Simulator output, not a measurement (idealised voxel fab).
Module name: voxel transistor to metal (process module)
We display cut, a cross-section 185 nm in width whose square cells are each 5 nm.
In what follows, cross-sections appear as grids of square cells, described through bands that run from the top down, where every band is one or more rows of cells. Basically the band line says how high the top is and how high the bottom is, in nm, and then what's in it from left to right, every material with its width in nm. Empty space shows up as "empty", and if a single material carries "throughout" it runs the full band edge to edge. Basically, 0 is our baseline, since under it the wafer straight out of the box is all one material. The bottom band has no lower end and keeps on going down, so it looks like "0..down". The notation "30->40" denotes a width that varies across the rows of cells in the band, beginning at the first number in the top row, finishing at the second number in the bottom row, and changing by an identical amount from each row to the next. Key: "no modification" - step with no changed cell in the cross-section. In "Closed void roster" the enclosed voids are listed, meaning empty spaces of 8 cells or larger without any opening to the top. The form is width x height at distance, distance from the left edge, units nm. That trailing text on a step's line, after the settings, is the simulator's own remark on the step. Regarding "overlay nm": on a step with a mask, it is the distance the mask lay to the right of its planned place; a negative value places it to the left.

[Process steps (planned)]
1: RECEIVE | material Si
2: OXIDIZE | depth nm 5
3: CONFORMAL_DEP | material SiN | thk nm 10
4: PATTERN | tone cover | mask id ACTIVE | material resist | width nm 120 | thk nm 15 | overlay nm 0
5: DIRECTIONAL_ETCH | etch materials SiN | depth nm 10
6: DIRECTIONAL_ETCH | etch materials SiO2 | depth nm 5
7: DIRECTIONAL_ETCH | etch materials Si | depth nm 25
8: STRIP | etch materials resist
9: OXIDIZE | depth nm 5
10: FILL_DEP | material SiO2 | thk nm 15
11: CMP | height nm 10
12: SELECTIVE_ETCH | etch materials SiO2 | depth nm 10
13: STRIP | etch materials SiN
14: SELECTIVE_ETCH | etch materials SiO2 | depth nm 5
15: OXIDIZE | depth nm 5
16: DIRECTIONAL_DEP | material polySi | thk nm 25
17: DIRECTIONAL_DEP | material SiCN | thk nm 15
18: PATTERN | tone cover | mask id GATE | material resist | width nm 30 | thk nm 15 | overlay nm 0
19: DIRECTIONAL_ETCH | etch materials SiCN | depth nm 25
20: DIRECTIONAL_ETCH | etch materials polySi | depth nm 35
21: STRIP | etch materials resist
22: CONFORMAL_DEP | material SiO2 | thk nm 5
23: DIRECTIONAL_ETCH | etch materials SiO2 | depth nm 5
24: CONFORMAL_DEP | material SiN | thk nm 5
25: DIRECTIONAL_ETCH | etch materials SiN | depth nm 5
26: DIRECTIONAL_ETCH | etch materials SiO2 | depth nm 5
27: DIRECTIONAL_ETCH | etch materials Si | depth nm 5
28: EPI | material nSi | thk nm 10
29: FILL_DEP | material SiO2 | thk nm 10
30: CMP | height nm 20
31: STRIP | etch materials polySi
32: SELECTIVE_ETCH | etch materials SiO2 | depth nm 5
33: CONFORMAL_DEP | material HfO2 | thk nm 5
34: CONFORMAL_DEP | material TiN | thk nm 5
35: FILL_DEP | material W | thk nm 5
36: CMP | height nm 15
37: DIRECTIONAL_DEP | material SiO2 | thk nm 10
38: DIRECTIONAL_DEP | material aC | thk nm 15
39: PATTERN | tone open | mask id CONTACT | material resist | width nm 20 | pitch nm 90 | thk nm 30 | overlay nm 0
40: DIRECTIONAL_ETCH | etch materials aC | depth nm 15
41: STRIP | etch materials resist
42: DIRECTIONAL_ETCH | etch materials SiO2 | depth nm 30
43: STRIP | etch materials aC
44: CONFORMAL_DEP | material TiN | thk nm 5
45: FILL_DEP | material Ru | thk nm 10
46: CMP | height nm 25
47: CONFORMAL_DEP | material SiN | thk nm 5
48: DIRECTIONAL_DEP | material lowk | thk nm 20
49: MASKED_ETCH | tone open | mask id METAL_1 | width nm 20 | pitch nm 90 | etch materials lowk | depth nm 20 | overlay nm 0
50: MASKED_ETCH | tone open | mask id METAL_1 | width nm 20 | pitch nm 90 | etch materials SiN | depth nm 5 | overlay nm 0
51: CONFORMAL_DEP | material TiN | thk nm 5
52: FILL_DEP | material W | thk nm 10
53: CMP | height nm 50
54: EPI | material Ru | thk nm 5
55: FILL_DEP | material SiCN | thk nm 5
56: DIRECTIONAL_DEP | material lowk | thk nm 30
57: PATTERN | tone open | mask id METAL_2_HOLES | material resist | width nm 15 | pitch nm 90 | thk nm 20 | overlay nm 0
58: DIRECTIONAL_ETCH | etch materials lowk | depth nm 30
59: STRIP | etch materials resist
60: PATTERN | tone open | mask id METAL_2 | material resist | width nm 20 | pitch nm 90 | thk nm 15 | overlay nm 0
61: DIRECTIONAL_ETCH | etch materials lowk | depth nm 20
62: DIRECTIONAL_ETCH | etch materials SiCN | depth nm 5
63: STRIP | etch materials resist
64: CONFORMAL_DEP | material TiN | thk nm 5
65: FILL_DEP | material Cu | thk nm 10
66: CMP | height nm 90
67: CONFORMAL_DEP | material SiN | thk nm 5

[Wafer, first of two, run as planned]

[Shown in cross-section is the wafer as received, that is, as it stands after step 1]
0..down = Si throughout
Closed void roster: none

[So this is the wafer cross-section right after step 2]
0..-5 = SiO2 throughout
All layers under -5 are left as they were.

[So this is the wafer cross-section right after step 3]
10..0 = SiN throughout
All layers under 0 are left as they were.

[So this is the wafer cross-section right after step 4]
25..10 = empty 30 nm  resist 120 nm  empty 35 nm
All layers under 10 are left as they were.

[So this is the wafer cross-section right after step 5]
25..10 = empty 30 nm  resist 120 nm  empty 35 nm
10..0 = empty 30 nm  SiN 120 nm  empty 35 nm
All layers under 0 are left as they were.

[So this is the wafer cross-section right after step 6]
25..10 = empty 30 nm  resist 120 nm  empty 35 nm
10..0 = empty 30 nm  SiN 120 nm  empty 35 nm
0..-5 = empty 30 nm  SiO2 120 nm  empty 35 nm
All layers under -5 are left as they were.

[So this is the wafer cross-section right after step 7]
25..10 = empty 30 nm  resist 120 nm  empty 35 nm
10..0 = empty 30 nm  SiN 120 nm  empty 35 nm
0..-5 = empty 30 nm  SiO2 120 nm  empty 35 nm
-5..-30 = empty 30 nm  Si 120 nm  empty 35 nm
All layers under -30 are left as they were.

[So this is the wafer cross-section right after step 8]
10..0 = empty 30 nm  SiN 120 nm  empty 35 nm
All layers under 0 are left as they were.

[So this is the wafer cross-section right after step 9]
10..0 = empty 30 nm  SiN 120 nm  empty 35 nm
0..-5 = empty 30 nm  SiO2 120 nm  empty 35 nm
-5..-30 = empty 30 nm  SiO2 5 nm  Si 110 nm  SiO2 5 nm  empty 35 nm
-30..-35 = SiO2 35 nm  Si 110 nm  SiO2 40 nm
All layers under -35 are left as they were.

[So this is the wafer cross-section right after step 10]
25..10 = SiO2 throughout
10..0 = SiO2 30 nm  SiN 120 nm  SiO2 35 nm
0..-5 = SiO2 throughout
-5..-35 = SiO2 35 nm  Si 110 nm  SiO2 40 nm
All layers under -35 are left as they were.

[So this is the wafer cross-section right after step 11]
10..0 = SiO2 30 nm  SiN 120 nm  SiO2 35 nm
All layers under 0 are left as they were.

[So this is the wafer cross-section right after step 12]
10..0 = empty 30 nm  SiN 120 nm  empty 35 nm
All layers under 0 are left as they were.

[So this is the wafer cross-section right after step 13]
0..-5 = SiO2 throughout
All layers under -5 are left as they were.

[So this is the wafer cross-section right after step 14]
-5..-35 = SiO2 35 nm  Si 110 nm  SiO2 40 nm
All layers under -35 are left as they were.

[So this is the wafer cross-section right after step 15]
-5..-10 = SiO2 throughout
All layers under -10 are left as they were.

[So this is the wafer cross-section right after step 16]
20..-5 = polySi throughout
All layers under -5 are left as they were.

[So this is the wafer cross-section right after step 17]
35..20 = SiCN throughout
All layers under 20 are left as they were.

[So this is the wafer cross-section right after step 18]
50..35 = empty 75 nm  resist 30 nm  empty 80 nm
All layers under 35 are left as they were.

[So this is the wafer cross-section right after step 19]
50..35 = empty 75 nm  resist 30 nm  empty 80 nm
35..20 = empty 75 nm  SiCN 30 nm  empty 80 nm
All layers under 20 are left as they were.

[So this is the wafer cross-section right after step 20]
50..35 = empty 75 nm  resist 30 nm  empty 80 nm
35..20 = empty 75 nm  SiCN 30 nm  empty 80 nm
20..-5 = empty 75 nm  polySi 30 nm  empty 80 nm
All layers under -5 are left as they were.

[So this is the wafer cross-section right after step 21]
35..20 = empty 75 nm  SiCN 30 nm  empty 80 nm
All layers under 20 are left as they were.

[So this is the wafer cross-section right after step 22]
40..35 = empty 70 nm  SiO2 40 nm  empty 75 nm
35..20 = empty 70 nm  SiO2 5 nm  SiCN 30 nm  SiO2 5 nm  empty 75 nm
20..0 = empty 70 nm  SiO2 5 nm  polySi 30 nm  SiO2 5 nm  empty 75 nm
0..-5 = SiO2 75 nm  polySi 30 nm  SiO2 80 nm
All layers under -5 are left as they were.

[So this is the wafer cross-section right after step 23]
35..20 = empty 70 nm  SiO2 5 nm  SiCN 30 nm  SiO2 5 nm  empty 75 nm
20..-5 = empty 70 nm  SiO2 5 nm  polySi 30 nm  SiO2 5 nm  empty 75 nm
All layers under -5 are left as they were.

[So this is the wafer cross-section right after step 24]
40..35 = empty 65 nm  SiN 50 nm  empty 70 nm
35..20 = empty 65 nm  SiN 5 nm  SiO2 5 nm  SiCN 30 nm  SiO2 5 nm  SiN 5 nm  empty 70 nm
20..0 = empty 65 nm  SiN 5 nm  SiO2 5 nm  polySi 30 nm  SiO2 5 nm  SiN 5 nm  empty 70 nm
0..-5 = SiN 70 nm  SiO2 5 nm  polySi 30 nm  SiO2 5 nm  SiN 75 nm
All layers under -5 are left as they were.

[So this is the wafer cross-section right after step 25]
35..20 = empty 65 nm  SiN 5 nm  SiO2 5 nm  SiCN 30 nm  SiO2 5 nm  SiN 5 nm  empty 70 nm
20..-5 = empty 65 nm  SiN 5 nm  SiO2 5 nm  polySi 30 nm  SiO2 5 nm  SiN 5 nm  empty 70 nm
All layers under -5 are left as they were.

[So this is the wafer cross-section right after step 26]
35..30 = empty 65 nm  SiN 5 nm  empty 5 nm  SiCN 30 nm  empty 5 nm  SiN 5 nm  empty 70 nm
30..20 = empty 65 nm  SiN 5 nm  SiO2 5 nm  SiCN 30 nm  SiO2 5 nm  SiN 5 nm  empty 70 nm
20..-5 = empty 65 nm  SiN 5 nm  SiO2 5 nm  polySi 30 nm  SiO2 5 nm  SiN 5 nm  empty 70 nm
-5..-10 = empty 65 nm  SiO2 50 nm  empty 70 nm
All layers under -10 are left as they were.

[So this is the wafer cross-section right after step 27]
35..30 = empty 65 nm  SiN 5 nm  empty 5 nm  SiCN 30 nm  empty 5 nm  SiN 5 nm  empty 70 nm
30..20 = empty 65 nm  SiN 5 nm  SiO2 5 nm  SiCN 30 nm  SiO2 5 nm  SiN 5 nm  empty 70 nm
20..-5 = empty 65 nm  SiN 5 nm  SiO2 5 nm  polySi 30 nm  SiO2 5 nm  SiN 5 nm  empty 70 nm
-5..-10 = empty 65 nm  SiO2 50 nm  empty 70 nm
-10..-15 = SiO2 35 nm  empty 30 nm  Si 50 nm  empty 30 nm  SiO2 40 nm
All layers under -15 are left as they were.

[So this is the wafer cross-section right after step 28]
35..30 = empty 65 nm  SiN 5 nm  empty 5 nm  SiCN 30 nm  empty 5 nm  SiN 5 nm  empty 70 nm
30..20 = empty 65 nm  SiN 5 nm  SiO2 5 nm  SiCN 30 nm  SiO2 5 nm  SiN 5 nm  empty 70 nm
20..0 = empty 65 nm  SiN 5 nm  SiO2 5 nm  polySi 30 nm  SiO2 5 nm  SiN 5 nm  empty 70 nm
0..-5 = empty 55 nm  nSi 10 nm  SiN 5 nm  SiO2 5 nm  polySi 30 nm  SiO2 5 nm  SiN 5 nm  nSi 10 nm  empty 60 nm
-5..-10 = empty 30 nm  nSi 35 nm  SiO2 50 nm  nSi 35 nm  empty 35 nm
-10..-15 = SiO2 35 nm  nSi 30 nm  Si 50 nm  nSi 30 nm  SiO2 40 nm
All layers under -15 are left as they were.

[So this is the wafer cross-section right after step 29]
45..35 = SiO2 throughout
35..20 = SiO2 65 nm  SiN 5 nm  SiO2 5 nm  SiCN 30 nm  SiO2 5 nm  SiN 5 nm  SiO2 70 nm
20..0 = SiO2 65 nm  SiN 5 nm  SiO2 5 nm  polySi 30 nm  SiO2 5 nm  SiN 5 nm  SiO2 70 nm
0..-5 = SiO2 55 nm  nSi 10 nm  SiN 5 nm  SiO2 5 nm  polySi 30 nm  SiO2 5 nm  SiN 5 nm  nSi 10 nm  SiO2 60 nm
-5..-10 = SiO2 30 nm  nSi 35 nm  SiO2 50 nm  nSi 35 nm  SiO2 35 nm
All layers under -10 are left as they were.

[So this is the wafer cross-section right after step 30]
20..0 = SiO2 65 nm  SiN 5 nm  SiO2 5 nm  polySi 30 nm  SiO2 5 nm  SiN 5 nm  SiO2 70 nm
All layers under 0 are left as they were.

[So this is the wafer cross-section right after step 31]
20..0 = SiO2 65 nm  SiN 5 nm  SiO2 5 nm  empty 30 nm  SiO2 5 nm  SiN 5 nm  SiO2 70 nm
0..-5 = SiO2 55 nm  nSi 10 nm  SiN 5 nm  SiO2 5 nm  empty 30 nm  SiO2 5 nm  SiN 5 nm  nSi 10 nm  SiO2 60 nm
All layers under -5 are left as they were.

[So this is the wafer cross-section right after step 32]
20..15 = empty 65 nm  SiN 5 nm  empty 40 nm  SiN 5 nm  empty 70 nm
15..0 = SiO2 65 nm  SiN 5 nm  empty 40 nm  SiN 5 nm  SiO2 70 nm
0..-5 = SiO2 55 nm  nSi 10 nm  SiN 5 nm  empty 40 nm  SiN 5 nm  nSi 10 nm  SiO2 60 nm
-5..-10 = SiO2 30 nm  nSi 35 nm  SiO2 5 nm  empty 40 nm  SiO2 5 nm  nSi 35 nm  SiO2 35 nm
All layers under -10 are left as they were.

[So this is the wafer cross-section right after step 33]
25..20 = empty 60 nm  HfO2 15 nm  empty 30 nm  HfO2 15 nm  empty 65 nm
20..15 = HfO2 65 nm  SiN 5 nm  HfO2 5 nm  empty 30 nm  HfO2 5 nm  SiN 5 nm  HfO2 70 nm
15..0 = SiO2 65 nm  SiN 5 nm  HfO2 5 nm  empty 30 nm  HfO2 5 nm  SiN 5 nm  SiO2 70 nm
0..-5 = SiO2 55 nm  nSi 10 nm  SiN 5 nm  HfO2 5 nm  empty 30 nm  HfO2 5 nm  SiN 5 nm  nSi 10 nm  SiO2 60 nm
-5..-10 = SiO2 30 nm  nSi 35 nm  SiO2 5 nm  HfO2 40 nm  SiO2 5 nm  nSi 35 nm  SiO2 35 nm
All layers under -10 are left as they were.

[So this is the wafer cross-section right after step 34]
30..25 = empty 55 nm  TiN 25 nm  empty 20 nm  TiN 25 nm  empty 60 nm
25..20 = TiN 60 nm  HfO2 15 nm  TiN 5 nm  empty 20 nm  TiN 5 nm  HfO2 15 nm  TiN 65 nm
20..15 = HfO2 65 nm  SiN 5 nm  HfO2 5 nm  TiN 5 nm  empty 20 nm  TiN 5 nm  HfO2 5 nm  SiN 5 nm  HfO2 70 nm
15..0 = SiO2 65 nm  SiN 5 nm  HfO2 5 nm  TiN 5 nm  empty 20 nm  TiN 5 nm  HfO2 5 nm  SiN 5 nm  SiO2 70 nm
0..-5 = SiO2 55 nm  nSi 10 nm  SiN 5 nm  HfO2 5 nm  TiN 30 nm  HfO2 5 nm  SiN 5 nm  nSi 10 nm  SiO2 60 nm
All layers under -5 are left as they were.

[So this is the wafer cross-section right after step 35]
35..30 = W throughout
30..25 = W 55 nm  TiN 25 nm  W 20 nm  TiN 25 nm  W 60 nm
25..20 = TiN 60 nm  HfO2 15 nm  TiN 5 nm  W 20 nm  TiN 5 nm  HfO2 15 nm  TiN 65 nm
20..15 = HfO2 65 nm  SiN 5 nm  HfO2 5 nm  TiN 5 nm  W 20 nm  TiN 5 nm  HfO2 5 nm  SiN 5 nm  HfO2 70 nm
15..0 = SiO2 65 nm  SiN 5 nm  HfO2 5 nm  TiN 5 nm  W 20 nm  TiN 5 nm  HfO2 5 nm  SiN 5 nm  SiO2 70 nm
All layers under 0 are left as they were.

[So this is the wafer cross-section right after step 36]
15..0 = SiO2 65 nm  SiN 5 nm  HfO2 5 nm  TiN 5 nm  W 20 nm  TiN 5 nm  HfO2 5 nm  SiN 5 nm  SiO2 70 nm
All layers under 0 are left as they were.

[So this is the wafer cross-section right after step 37]
25..15 = SiO2 throughout
All layers under 15 are left as they were.

[So this is the wafer cross-section right after step 38]
40..25 = aC throughout
All layers under 25 are left as they were.

[So this is the wafer cross-section right after step 39]
70..40 = resist 35 nm  empty 20 nm  resist 70 nm  empty 20 nm  resist 40 nm
All layers under 40 are left as they were.

[So this is the wafer cross-section right after step 40]
55..40 = resist 35 nm  empty 20 nm  resist 70 nm  empty 20 nm  resist 40 nm
40..25 = aC 35 nm  empty 20 nm  aC 70 nm  empty 20 nm  aC 40 nm
All layers under 25 are left as they were.

[So this is the wafer cross-section right after step 41]
40..25 = aC 35 nm  empty 20 nm  aC 70 nm  empty 20 nm  aC 40 nm
All layers under 25 are left as they were.

[So this is the wafer cross-section right after step 42]
40..25 = aC 35 nm  empty 20 nm  aC 70 nm  empty 20 nm  aC 40 nm
25..15 = SiO2 35 nm  empty 20 nm  SiO2 70 nm  empty 20 nm  SiO2 40 nm
15..0 = SiO2 35 nm  empty 20 nm  SiO2 10 nm  SiN 5 nm  HfO2 5 nm  TiN 5 nm  W 20 nm  TiN 5 nm  HfO2 5 nm  SiN 5 nm  SiO2 10 nm  empty 20 nm  SiO2 40 nm
0..-5 = SiO2 35 nm  empty 20 nm  nSi 10 nm  SiN 5 nm  HfO2 5 nm  TiN 30 nm  HfO2 5 nm  SiN 5 nm  nSi 10 nm  empty 20 nm  SiO2 40 nm
All layers under -5 are left as they were.

[So this is the wafer cross-section right after step 43]
25..15 = SiO2 35 nm  empty 20 nm  SiO2 70 nm  empty 20 nm  SiO2 40 nm
All layers under 15 are left as they were.

[So this is the wafer cross-section right after step 44]
30..25 = TiN 40 nm  empty 10 nm  TiN 80 nm  empty 10 nm  TiN 45 nm
25..15 = SiO2 35 nm  TiN 5 nm  empty 10 nm  TiN 5 nm  SiO2 70 nm  TiN 5 nm  empty 10 nm  TiN 5 nm  SiO2 40 nm
15..0 = SiO2 35 nm  TiN 5 nm  empty 10 nm  TiN 5 nm  SiO2 10 nm  SiN 5 nm  HfO2 5 nm  TiN 5 nm  W 20 nm  TiN 5 nm  HfO2 5 nm  SiN 5 nm  SiO2 10 nm  TiN 5 nm  empty 10 nm  TiN 5 nm  SiO2 40 nm
0..-5 = SiO2 35 nm  TiN 20 nm  nSi 10 nm  SiN 5 nm  HfO2 5 nm  TiN 30 nm  HfO2 5 nm  SiN 5 nm  nSi 10 nm  TiN 20 nm  SiO2 40 nm
All layers under -5 are left as they were.

[So this is the wafer cross-section right after step 45]
40..30 = Ru throughout
30..25 = TiN 40 nm  Ru 10 nm  TiN 80 nm  Ru 10 nm  TiN 45 nm
25..15 = SiO2 35 nm  TiN 5 nm  Ru 10 nm  TiN 5 nm  SiO2 70 nm  TiN 5 nm  Ru 10 nm  TiN 5 nm  SiO2 40 nm
15..0 = SiO2 35 nm  TiN 5 nm  Ru 10 nm  TiN 5 nm  SiO2 10 nm  SiN 5 nm  HfO2 5 nm  TiN 5 nm  W 20 nm  TiN 5 nm  HfO2 5 nm  SiN 5 nm  SiO2 10 nm  TiN 5 nm  Ru 10 nm  TiN 5 nm  SiO2 40 nm
All layers under 0 are left as they were.

[So this is the wafer cross-section right after step 46]
25..15 = SiO2 35 nm  TiN 5 nm  Ru 10 nm  TiN 5 nm  SiO2 70 nm  TiN 5 nm  Ru 10 nm  TiN 5 nm  SiO2 40 nm
All layers under 15 are left as they were.

[So this is the wafer cross-section right after step 47]
30..25 = SiN throughout
All layers under 25 are left as they were.

[So this is the wafer cross-section right after step 48]
50..30 = lowk throughout
All layers under 30 are left as they were.

[So this is the wafer cross-section right after step 49]
50..30 = lowk 35 nm  empty 20 nm  lowk 70 nm  empty 20 nm  lowk 40 nm
All layers under 30 are left as they were.

[So this is the wafer cross-section right after step 50]
50..30 = lowk 35 nm  empty 20 nm  lowk 70 nm  empty 20 nm  lowk 40 nm
30..25 = SiN 35 nm  empty 20 nm  SiN 70 nm  empty 20 nm  SiN 40 nm
All layers under 25 are left as they were.

[So this is the wafer cross-section right after step 51]
55..50 = TiN 40 nm  empty 10 nm  TiN 80 nm  empty 10 nm  TiN 45 nm
50..30 = lowk 35 nm  TiN 5 nm  empty 10 nm  TiN 5 nm  lowk 70 nm  TiN 5 nm  empty 10 nm  TiN 5 nm  lowk 40 nm
30..25 = SiN 35 nm  TiN 20 nm  SiN 70 nm  TiN 20 nm  SiN 40 nm
All layers under 25 are left as they were.

[So this is the wafer cross-section right after step 52]
65..55 = W throughout
55..50 = TiN 40 nm  W 10 nm  TiN 80 nm  W 10 nm  TiN 45 nm
50..30 = lowk 35 nm  TiN 5 nm  W 10 nm  TiN 5 nm  lowk 70 nm  TiN 5 nm  W 10 nm  TiN 5 nm  lowk 40 nm
All layers under 30 are left as they were.

[So this is the wafer cross-section right after step 53]
50..30 = lowk 35 nm  TiN 5 nm  W 10 nm  TiN 5 nm  lowk 70 nm  TiN 5 nm  W 10 nm  TiN 5 nm  lowk 40 nm
All layers under 30 are left as they were.

[So this is the wafer cross-section right after step 54]
55..50 = empty 30 nm  Ru 30 nm  empty 60 nm  Ru 30 nm  empty 35 nm
All layers under 50 are left as they were.

[So this is the wafer cross-section right after step 55]
60..55 = SiCN throughout
55..50 = SiCN 30 nm  Ru 30 nm  SiCN 60 nm  Ru 30 nm  SiCN 35 nm
All layers under 50 are left as they were.

[So this is the wafer cross-section right after step 56]
90..60 = lowk throughout
All layers under 60 are left as they were.

[So this is the wafer cross-section right after step 57]
110..90 = resist 35 nm  empty 15 nm  resist 75 nm  empty 15 nm  resist 45 nm
All layers under 90 are left as they were.

[So this is the wafer cross-section right after step 58]
110..90 = resist 35 nm  empty 15 nm  resist 75 nm  empty 15 nm  resist 45 nm
90..60 = lowk 35 nm  empty 15 nm  lowk 75 nm  empty 15 nm  lowk 45 nm
All layers under 60 are left as they were.

[So this is the wafer cross-section right after step 59]
90..60 = lowk 35 nm  empty 15 nm  lowk 75 nm  empty 15 nm  lowk 45 nm
All layers under 60 are left as they were.

[So this is the wafer cross-section right after step 60]
105..90 = resist 35 nm  empty 20 nm  resist 70 nm  empty 20 nm  resist 40 nm
All layers under 90 are left as they were.

[So this is the wafer cross-section right after step 61]
105..90 = resist 35 nm  empty 20 nm  resist 70 nm  empty 20 nm  resist 40 nm
90..70 = lowk 35 nm  empty 20 nm  lowk 70 nm  empty 20 nm  lowk 40 nm
All layers under 70 are left as they were.

[So this is the wafer cross-section right after step 62]
105..90 = resist 35 nm  empty 20 nm  resist 70 nm  empty 20 nm  resist 40 nm
90..70 = lowk 35 nm  empty 20 nm  lowk 70 nm  empty 20 nm  lowk 40 nm
70..60 = lowk 35 nm  empty 15 nm  lowk 75 nm  empty 15 nm  lowk 45 nm
60..55 = SiCN 35 nm  empty 15 nm  SiCN 75 nm  empty 15 nm  SiCN 45 nm
All layers under 55 are left as they were.

[So this is the wafer cross-section right after step 63]
90..70 = lowk 35 nm  empty 20 nm  lowk 70 nm  empty 20 nm  lowk 40 nm
All layers under 70 are left as they were.

[So this is the wafer cross-section right after step 64]
95..90 = TiN 40 nm  empty 10 nm  TiN 80 nm  empty 10 nm  TiN 45 nm
90..75 = lowk 35 nm  TiN 5 nm  empty 10 nm  TiN 5 nm  lowk 70 nm  TiN 5 nm  empty 10 nm  TiN 5 nm  lowk 40 nm
75..70 = lowk 35 nm  TiN 5 nm  empty 5 nm  TiN 10 nm  lowk 70 nm  TiN 5 nm  empty 5 nm  TiN 10 nm  lowk 40 nm
70..60 = lowk 35 nm  TiN 5 nm  empty 5 nm  TiN 5 nm  lowk 75 nm  TiN 5 nm  empty 5 nm  TiN 5 nm  lowk 45 nm
60..55 = SiCN 35 nm  TiN 15 nm  SiCN 75 nm  TiN 15 nm  SiCN 45 nm
All layers under 55 are left as they were.

[So this is the wafer cross-section right after step 65]
105..95 = Cu throughout
95..90 = TiN 40 nm  Cu 10 nm  TiN 80 nm  Cu 10 nm  TiN 45 nm
90..75 = lowk 35 nm  TiN 5 nm  Cu 10 nm  TiN 5 nm  lowk 70 nm  TiN 5 nm  Cu 10 nm  TiN 5 nm  lowk 40 nm
75..70 = lowk 35 nm  TiN 5 nm  Cu 5 nm  TiN 10 nm  lowk 70 nm  TiN 5 nm  Cu 5 nm  TiN 10 nm  lowk 40 nm
70..60 = lowk 35 nm  TiN 5 nm  Cu 5 nm  TiN 5 nm  lowk 75 nm  TiN 5 nm  Cu 5 nm  TiN 5 nm  lowk 45 nm
All layers under 60 are left as they were.

[So this is the wafer cross-section right after step 66]
90..75 = lowk 35 nm  TiN 5 nm  Cu 10 nm  TiN 5 nm  lowk 70 nm  TiN 5 nm  Cu 10 nm  TiN 5 nm  lowk 40 nm
All layers under 75 are left as they were.

[So this is the wafer cross-section right after step 67]
95..90 = SiN throughout
All layers under 90 are left as they were.

[Wafer two. Identical start, identical plan. One mistake in execution. Identical history through step 59]

[Cross-section of the second wafer corresponding to the planned conclusion of step 60]
105..90 = resist 30 nm  empty 20 nm  resist 70 nm  empty 20 nm  resist 45 nm
All layers under 90 are left as they were.

[Cross-section of the second wafer corresponding to the planned conclusion of step 61]
105..90 = resist 30 nm  empty 20 nm  resist 70 nm  empty 20 nm  resist 45 nm
90..70 = lowk 30 nm  empty 20 nm  lowk 70 nm  empty 20 nm  lowk 45 nm
All layers under 70 are left as they were.

[Cross-section of the second wafer corresponding to the planned conclusion of step 62]
105..90 = resist 30 nm  empty 20 nm  resist 70 nm  empty 20 nm  resist 45 nm
90..70 = lowk 30 nm  empty 20 nm  lowk 70 nm  empty 20 nm  lowk 45 nm
70..60 = lowk 35 nm  empty 15 nm  lowk 75 nm  empty 15 nm  lowk 45 nm
60..55 = SiCN 35 nm  empty 15 nm  SiCN 75 nm  empty 15 nm  SiCN 45 nm
All layers under 55 are left as they were.

[Cross-section of the second wafer corresponding to the planned conclusion of step 63]
90..70 = lowk 30 nm  empty 20 nm  lowk 70 nm  empty 20 nm  lowk 45 nm
All layers under 70 are left as they were.

[Cross-section of the second wafer corresponding to the planned conclusion of step 64]
95..90 = TiN 35 nm  empty 10 nm  TiN 80 nm  empty 10 nm  TiN 50 nm
90..75 = lowk 30 nm  TiN 5 nm  empty 10 nm  TiN 5 nm  lowk 70 nm  TiN 5 nm  empty 10 nm  TiN 5 nm  lowk 45 nm
75..70 = lowk 30 nm  TiN 10 nm  empty 5 nm  TiN 5 nm  lowk 70 nm  TiN 10 nm  empty 5 nm  TiN 5 nm  lowk 45 nm
70..60 = lowk 35 nm  TiN 5 nm  empty 5 nm  TiN 5 nm  lowk 75 nm  TiN 5 nm  empty 5 nm  TiN 5 nm  lowk 45 nm
60..55 = SiCN 35 nm  TiN 15 nm  SiCN 75 nm  TiN 15 nm  SiCN 45 nm
All layers under 55 are left as they were.

[Cross-section of the second wafer corresponding to the planned conclusion of step 65]
105..95 = Cu throughout
95..90 = TiN 35 nm  Cu 10 nm  TiN 80 nm  Cu 10 nm  TiN 50 nm
90..75 = lowk 30 nm  TiN 5 nm  Cu 10 nm  TiN 5 nm  lowk 70 nm  TiN 5 nm  Cu 10 nm  TiN 5 nm  lowk 45 nm
75..70 = lowk 30 nm  TiN 10 nm  Cu 5 nm  TiN 5 nm  lowk 70 nm  TiN 10 nm  Cu 5 nm  TiN 5 nm  lowk 45 nm
70..60 = lowk 35 nm  TiN 5 nm  Cu 5 nm  TiN 5 nm  lowk 75 nm  TiN 5 nm  Cu 5 nm  TiN 5 nm  lowk 45 nm
All layers under 60 are left as they were.

[Cross-section of the second wafer corresponding to the planned conclusion of step 66]
90..75 = lowk 30 nm  TiN 5 nm  Cu 10 nm  TiN 5 nm  lowk 70 nm  TiN 5 nm  Cu 10 nm  TiN 5 nm  lowk 45 nm
All layers under 75 are left as they were.

[Cross-section of the second wafer corresponding to the planned conclusion of step 67]
95..90 = SiN throughout
All layers under 90 are left as they were.
What went wrong in running the wafer? step 60, actual vs plan mismatch, actual run PATTERN | tone open | mask id METAL_2 | material resist | width nm 20 | pitch nm 90 | thk nm 15 | overlay nm -5
At the close, every material occupies the same number of cells on the second wafer as on the first, only in different positions.
